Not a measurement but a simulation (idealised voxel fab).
Presented below is a process module, voxel fin reveal.
FYI the section here is cut, 285 nm wide, cells are 5 nm squares.
Square cells in a grid make up a cross-section in this document, and the grid is given as bands, listed from the top down, each one or more rows of cells.
Read a band's entry like this: the first values are the height of its top and the height of its bottom in nm, and what follows is the sequence of materials from left to right, each with its width in nm. Note that "air" is empty space, and that a single material marked "everywhere" reaches across the band from edge to edge.
Counting heights begins at 0, where everything beneath is, in the wafer as received, one material. The lowest band has no bottom; it goes on downwards, as "top 0, no bottom" shows.
You'd read "30..40" like this: the band's top row of cells is as wide as the first number, its bottom row is as wide as the second, and going down, every row changes width by the same amount as the row before did.
"nothing different" (step): cross-section cells unchanged, all of them.
You'll see "Trapped cavities" listing empty spaces that have no way open to the top, as long as they're 8 cells or more; the notation is width x height at distance, where the distance is from the left edge, and all of it is in nm.
Anything after a step's settings on that line? It's the simulator's own note about the step.
For masked steps, "overlay nm" on the step line gives how far right of plan the mask actually lay; a minus sign means it lay to the left.

Here's what the planned process steps look like:
- 1: op RECEIVE | material Si
- 2: op CONFORMAL_DEP | material SiN | thk nm 10
- 3: op DIRECTIONAL_DEP | material aC | thk nm 15
- 4: op PATTERN | tone cover | mask id FINS | material resist | width nm 15 | pitch nm 45 | thk nm 35 | overlay nm -15
- 5: op DIRECTIONAL_ETCH | etch materials aC | depth nm 15
- 6: op STRIP | etch materials resist
- 7: op DIRECTIONAL_ETCH | etch materials SiN | depth nm 10
- 8: op DIRECTIONAL_ETCH | etch materials Si | depth nm 35
- 9: op STRIP | etch materials aC
- 10: op FILL_DEP | material SiO2 | thk nm 10
- 11: op CMP | height nm 10
- 12: op SELECTIVE_ETCH | etch materials SiO2 | depth nm 35
- 13: op STRIP | etch materials SiN
- 14: op CONFORMAL_DEP | material HfO2 | thk nm 5
Quick note for whoever runs this: the wafers start identical, but the overlay nm at step 4 isn't the same across them. The plan just shows what the first wafer had.

Incoming state of the first of several wafers in cross-section: after step 1:
top 0, no bottom = Si everywhere
Trapped cavities: none

Per-wafer rows below. For each material: cells gained (+) or lost (-) since the wafer was received, as of end of module. Then: closed voids:
overlay nm -15 | +87 HfO2 | -336 Si | +96 SiO2 | Trapped cavities: none
overlay nm -10 | +87 HfO2 | -336 Si | +96 SiO2 | Trapped cavities: none
overlay nm -5 | +87 HfO2 | -336 Si | +96 SiO2 | Trapped cavities: none
overlay nm 0 | +87 HfO2 | -336 Si | +96 SiO2 | Trapped cavities: none
overlay nm 5 | +87 HfO2 | -336 Si | +96 SiO2 | Trapped cavities: none
overlay nm 10 | +87 HfO2 | -336 Si | +96 SiO2 | Trapped cavities: none
overlay nm 15 | +87 HfO2 | -336 Si | +96 SiO2 | Trapped cavities: none
